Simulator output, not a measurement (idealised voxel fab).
process module | voxel capacitor over wiring
cross-section cut | 210 nm wide | cells 5 nm
A cross-section is a grid of square cells, given in bands from the top down. A band is one or more rows of cells.
Each band's line starts with the height of the band's top and of its bottom, in nm. Then come its materials from left to right, each with its width in nm. One material with "throughout" fills the band from edge to edge. "air" is empty space.
Height 0 is the level under which the wafer as received is all one material. The lowest band goes on downwards, as in "0 down".
A width such as "30 to 40" changes by the same amount from each row of cells to the next, from the band's top row to its bottom row.
"no change" after a step means that no cell of the cross-section changed.
closed voids: empty space of 8 cells or more with no open way to the top, each as width x height at its distance from the left edge, in nm
after a step's settings: what the simulator itself notes on the step
overlay nm, on a step with a mask: how far to the right of its planned place the mask lay; to the left if negative
plan
1 op RECEIVE | material Si
2 op CONFORMAL_DEP | material SiO2 | thk nm 15
3 op DIRECTIONAL_DEP | material TiN | thk nm 5
4 op DIRECTIONAL_DEP | material W | thk nm 25
5 op MASKED_ETCH | tone cover | mask id METAL_1 | width nm 20 | pitch nm 80 | etch materials W | depth nm 25 | overlay nm 0
6 op MASKED_ETCH | tone cover | mask id METAL_1 | width nm 20 | pitch nm 80 | etch materials TiN | depth nm 5 | overlay nm 0
7 op CONFORMAL_DEP | material SiN | thk nm 5
8 op FILL_DEP | material lowk | thk nm 5
9 op CMP | height nm 45
10 op CONFORMAL_DEP | material SiCN | thk nm 5
11 op DIRECTIONAL_DEP | material SiO2 | thk nm 10
12 op MASKED_ETCH | tone open | mask id PLUG_1 | width nm 15 | etch materials SiO2 | depth nm 10 | overlay nm 0
13 op MASKED_ETCH | tone open | mask id PLUG_1 | width nm 15 | etch materials SiCN | depth nm 5 | overlay nm 0
14 op CONFORMAL_DEP | material TiN | thk nm 5
15 op FILL_DEP | material Cu | thk nm 5
16 op CMP | height nm 60
17 op DIRECTIONAL_DEP | material TiN | thk nm 5
18 op DIRECTIONAL_DEP | material Al2O3 | thk nm 5
19 op DIRECTIONAL_DEP | material TiN | thk nm 10
20 op DIRECTIONAL_DEP | material aC | thk nm 10
21 op PATTERN | tone cover | mask id UPPER_PLATE | material resist | width nm 65 | thk nm 25 | overlay nm 0
22 op DIRECTIONAL_ETCH | etch materials aC | depth nm 10
23 op STRIP | etch materials resist
24 op DIRECTIONAL_ETCH | etch materials TiN | depth nm 10
25 op DIRECTIONAL_ETCH | etch materials Al2O3 | depth nm 5
26 op STRIP | etch materials aC
27 op DIRECTIONAL_DEP | material aC | thk nm 10
28 op PATTERN | tone cover | mask id LOWER_PLATE | material resist | width nm 75 | thk nm 30 | overlay nm 0
29 op DIRECTIONAL_ETCH | etch materials aC | depth nm 10
30 op STRIP | etch materials resist
31 op DIRECTIONAL_ETCH | etch materials TiN | depth nm 5
32 op STRIP | etch materials aC
33 op FILL_DEP | material SiO2 | thk nm 20
34 op CMP | height nm 95
35 op MASKED_ETCH | tone open | mask id PLUG_2 | width nm 15 | etch materials SiO2 | depth nm 15 | overlay nm 0
36 op CONFORMAL_DEP | material TiN | thk nm 5
37 op FILL_DEP | material Ru | thk nm 5
38 op CMP | height nm 95
39 op CONFORMAL_DEP | material SiCN | thk nm 5
as received, after step 1
  0 down: Si throughout
  closed voids: none
first wafer at the end, as planned
  100 to 95: SiCN throughout
  95 to 85: SiO2 70 | TiN 5 | Ru 5 | TiN 5 | SiO2 125
  85 to 80: SiO2 70 | TiN 15 | SiO2 125
  80 to 70: SiO2 60 | TiN 65 | SiO2 85
  70 to 65: SiO2 60 | Al2O3 65 | SiO2 85
  65 to 60: SiO2 55 | TiN 75 | SiO2 80
  60 to 50: SiO2 60 | TiN 5 | Cu 5 | TiN 5 | SiO2 135
  50 to 45: SiCN 60 | TiN 15 | SiCN 135
  45 to 20: lowk 50 | SiN 5 | W 20 | SiN 5 | lowk 50 | SiN 5 | W 20 | SiN 5 | lowk 50
  20 to 15: SiN 55 | TiN 20 | SiN 60 | TiN 20 | SiN 55
  15 to 0: SiO2 throughout
  0 down: Si throughout
  closed voids: none
second wafer at the end: like start, like plan, one mistake
  100 to 95: SiCN throughout
  95 to 85: SiO2 70 | TiN 5 | Ru 5 | TiN 5 | SiO2 125
  85 to 80: SiO2 70 | TiN 15 | SiO2 125
  80 to 75: SiO2 throughout
  75 to 65: SiO2 60 | TiN 65 | SiO2 85
  65 to 60: SiO2 55 | TiN 75 | SiO2 80
  60 to 50: SiO2 60 | TiN 5 | Cu 5 | TiN 5 | SiO2 135
  50 to 45: SiCN 60 | TiN 15 | SiCN 135
  45 to 20: lowk 50 | SiN 5 | W 20 | SiN 5 | lowk 50 | SiN 5 | W 20 | SiN 5 | lowk 50
  20 to 15: SiN 55 | TiN 20 | SiN 60 | TiN 20 | SiN 55
  15 to 0: SiO2 throughout
  0 down: Si throughout
  closed voids: none
what went wrong: step 18 was left out
at the end the second wafer has, in cells: 13 fewer of Al2O3 | 13 more of SiO2
